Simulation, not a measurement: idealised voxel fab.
Title: Process Module voxel tone inversion
Section cut is 145 nm wide and gridded with 5 nm square cells.
Think of the cross-section as a grid of square cells. We describe it in bands, top to bottom, and each band covers one or more rows of those cells. The band entry comprises the height of the band's top followed by the height of its bottom, expressed in nm, and subsequently the band's materials from left to right, each stated together with its width in nm. Where a single material is marked with the word "full width", that material fills the band from edge to edge. The word "air" represents empty space. Ref level 0: as-received wafer is one material below here. Bottom band extends down with no lower bound ("0 nm and below"). Note: "30..40" means the width goes from the first number (top row of the band) to the second number (bottom row) in equal steps per row of cells. Where the words "left unchanged" appear for a step, the cross-section shows no cell changed by that step; every cell remained as before. You'll see "Enclosed void list" listing empty spaces that have no way open to the top, as long as they're 8 cells or more; the notation is width x height at distance, where the distance is from the left edge, and all of it is in nm. Step line, after settings: the simulator's comment on this step. The "overlay nm" setting may appear on a step's line; for a step that uses a mask, it gives how far to the right of its planned position the mask lay, and a negative value indicates the left.

These are the steps we planned for the process
1) op RECEIVE | material Si
2) op CONFORMAL_DEP | material SiCN | thk nm 10
3) op DIRECTIONAL_DEP | material aC | thk nm 15
4) op PATTERN | tone cover | mask id POSTS | material resist | width nm 15 | pitch nm 30 | thk nm 20 | overlay nm 0
5) op DIRECTIONAL_ETCH | etch materials aC | depth nm 15
6) op STRIP | etch materials resist
7) op FILL_DEP | material SiO2 | thk nm 5
8) op CMP | height nm 25
9) op STRIP | etch materials aC
10) op CONFORMAL_DEP | material TiN | thk nm 5
11) op FILL_DEP | material Ru | thk nm 5
12) op CMP | height nm 25
13) op CONFORMAL_DEP | material SiCN | thk nm 5

Cross-section of the wafer as it came to us, i.e., already through step 1
> 0 nm and below  Si full width
> Enclosed void list: none

The first of two wafers, cross-sectioned at the end of the module, with the run proceeding as planned
> 30 nm to 25 nm  SiCN full width
> 25 nm to 15 nm  SiO2 (20) / TiN (5) / Ru (5) / TiN (5) / SiO2 (15) / TiN (5) / Ru (5) / TiN (5) / SiO2 (15) / TiN (5) / Ru (5) / TiN (5) / SiO2 (15) / TiN (5) / Ru (5) / TiN (5) / SiO2 (20)
> 15 nm to 10 nm  SiO2 (20) / TiN (15) / SiO2 (15) / TiN (15) / SiO2 (15) / TiN (15) / SiO2 (15) / TiN (15) / SiO2 (20)
> 10 nm to 0 nm  SiCN full width
> 0 nm and below  Si full width
> Enclosed void list: none

Cross-sectional view of the second of two wafers upon completion of the module. This wafer shared its starting condition and process plan with the first; one error was made during its execution
> 30 nm to 25 nm  SiCN full width
> 25 nm to 15 nm  SiO2 (15) / TiN (5) / Ru (5) / TiN (5) / SiO2 (15) / TiN (5) / Ru (5) / TiN (5) / SiO2 (15) / TiN (5) / Ru (5) / TiN (5) / SiO2 (15) / TiN (5) / Ru (5) / TiN (5) / SiO2 (25)
> 15 nm to 10 nm  SiO2 (15) / TiN (15) / SiO2 (15) / TiN (15) / SiO2 (15) / TiN (15) / SiO2 (15) / TiN (15) / SiO2 (25)
> 10 nm to 0 nm  SiCN full width
> 0 nm and below  Si full width
> Enclosed void list: none
Where did the run depart from the plan? step 4, actual vs plan mismatch, actual run op PATTERN | tone cover | mask id POSTS | material resist | width nm 15 | pitch nm 30 | thk nm 20 | overlay nm -5
Cell counts per material: same on both final wafers. Positions: different.
